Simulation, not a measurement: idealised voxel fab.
process module | voxel spacer lines
cross-section cut | 220 nm wide | cells 5 nm
A cross-section is a grid of square cells, given in bands from the top down. A band is one or more rows of cells.
Each band's line starts with the height of the band's top and of its bottom, in nm. Then come its materials from left to right, each with its width in nm. One material with "throughout" fills the band from edge to edge. "air" is empty space.
Height 0 is the level under which the wafer as received is all one material. The lowest band goes on downwards, as in "0 down".
A width such as "30 to 40" changes by the same amount from each row of cells to the next, from the band's top row to its bottom row.
"no change" after a step means that no cell of the cross-section changed.
closed voids: empty space of 8 cells or more with no open way to the top, each as width x height at its distance from the left edge, in nm
after a step's settings: what the simulator itself notes on the step
overlay nm, on a step with a mask: how far to the right of its planned place the mask lay; to the left if negative
plan
1 op RECEIVE | material Si
2 op CONFORMAL_DEP | material Al2O3 | thk nm 10
3 op DIRECTIONAL_DEP | material SiN | thk nm 10
4 op DIRECTIONAL_DEP | material aC | thk nm 25
5 op PATTERN | tone cover | mask id MANDREL | material resist | width nm 15 | pitch nm 60 | thk nm 30 | overlay nm 0
6 op DIRECTIONAL_ETCH | etch materials aC | depth nm 25
7 op STRIP | etch materials resist
8 op CONFORMAL_DEP | material SiO2 | thk nm 15
9 op DIRECTIONAL_ETCH | etch materials SiO2 | depth nm 15
10 op STRIP | etch materials aC
11 op DIRECTIONAL_ETCH | etch materials SiN | depth nm 10
12 op STRIP | etch materials SiO2
13 op FILL_DEP | material SiO2 | thk nm 5
14 op CMP | height nm 20
first wafer, as planned
as received, after step 1
  0 down: Si throughout
  closed voids: none
after step 2
  10 to 0: Al2O3 throughout
  below 0: unchanged
after step 3
  20 to 10: SiN throughout
  below 10: unchanged
after step 4
  45 to 20: aC throughout
  below 20: unchanged
after step 5
  75 to 45: air 40 | resist 15 | air 45 | resist 15 | air 45 | resist 15 | air 45
  below 45: unchanged
after step 6
  50 to 45: air 40 | resist 15 | air 45 | resist 15 | air 45 | resist 15 | air 45
  45 to 20: air 40 | aC 15 | air 45 | aC 15 | air 45 | aC 15 | air 45
  below 20: unchanged
after step 7
  45 to 20: air 40 | aC 15 | air 45 | aC 15 | air 45 | aC 15 | air 45
  below 20: unchanged
after step 8
  60 to 45: air 25 | SiO2 45 | air 15 | SiO2 45 | air 15 | SiO2 45 | air 30
  45 to 35: air 25 | SiO2 15 | aC 15 | SiO2 15 | air 15 | SiO2 15 | aC 15 | SiO2 15 | air 15 | SiO2 15 | aC 15 | SiO2 15 | air 30
  35 to 20: SiO2 40 | aC 15 | SiO2 45 | aC 15 | SiO2 45 | aC 15 | SiO2 45
  below 20: unchanged
after step 9
  45 to 20: air 25 | SiO2 15 | aC 15 | SiO2 15 | air 15 | SiO2 15 | aC 15 | SiO2 15 | air 15 | SiO2 15 | aC 15 | SiO2 15 | air 30
  below 20: unchanged
after step 10
  45 to 20: air 25 | SiO2 15 | air 15 | SiO2 15 | air 15 | SiO2 15 | air 15 | SiO2 15 | air 15 | SiO2 15 | air 15 | SiO2 15 | air 30
  below 20: unchanged
after step 11
  45 to 20: air 25 | SiO2 15 | air 15 | SiO2 15 | air 15 | SiO2 15 | air 15 | SiO2 15 | air 15 | SiO2 15 | air 15 | SiO2 15 | air 30
  20 to 10: air 25 | SiN 15 | air 15 | SiN 15 | air 15 | SiN 15 | air 15 | SiN 15 | air 15 | SiN 15 | air 15 | SiN 15 | air 30
  below 10: unchanged
after step 12
  20 to 10: air 25 | SiN 15 | air 15 | SiN 15 | air 15 | SiN 15 | air 15 | SiN 15 | air 15 | SiN 15 | air 15 | SiN 15 | air 30
  below 10: unchanged
after step 13
  25 to 20: SiO2 throughout
  20 to 10: SiO2 25 | SiN 15 | SiO2 15 | SiN 15 | SiO2 15 | SiN 15 | SiO2 15 | SiN 15 | SiO2 15 | SiN 15 | SiO2 15 | SiN 15 | SiO2 30
  below 10: unchanged
after step 14
  20 to 10: SiO2 25 | SiN 15 | SiO2 15 | SiN 15 | SiO2 15 | SiN 15 | SiO2 15 | SiN 15 | SiO2 15 | SiN 15 | SiO2 15 | SiN 15 | SiO2 30
  below 10: unchanged
second wafer: like start, like plan, one mistake. Through step 2 it matches the first wafer
when step 3 should have ended
  35 to 10: aC throughout
  below 10: unchanged
when step 4 should have ended
  45 to 35: SiN throughout
  below 35: unchanged
when step 5 should have ended
  75 to 45: air 40 | resist 15 | air 45 | resist 15 | air 45 | resist 15 | air 45
  below 45: unchanged
when step 6 should have ended
  50 to 45: air 40 | resist 15 | air 45 | resist 15 | air 45 | resist 15 | air 45
  below 45: unchanged
when step 7 should have ended
  45 to 35: SiN throughout
  below 35: unchanged
when step 8 should have ended
  60 to 45: SiO2 throughout
  below 45: unchanged
when step 9 should have ended
  45 to 35: SiN throughout
  below 35: unchanged
when step 10 should have ended: no change
when step 11 should have ended
  35 to 10: aC throughout
  below 10: unchanged
when step 12 should have ended: no change
when step 13 should have ended
  40 to 35: SiO2 throughout
  below 35: unchanged
when step 14 should have ended
  20 to 10: aC throughout
  below 10: unchanged
what went wrong: steps 3 and 4 were swapped
at the end the second wafer has, in cells: 36 fewer of SiN | 52 fewer of SiO2 | 88 more of aC
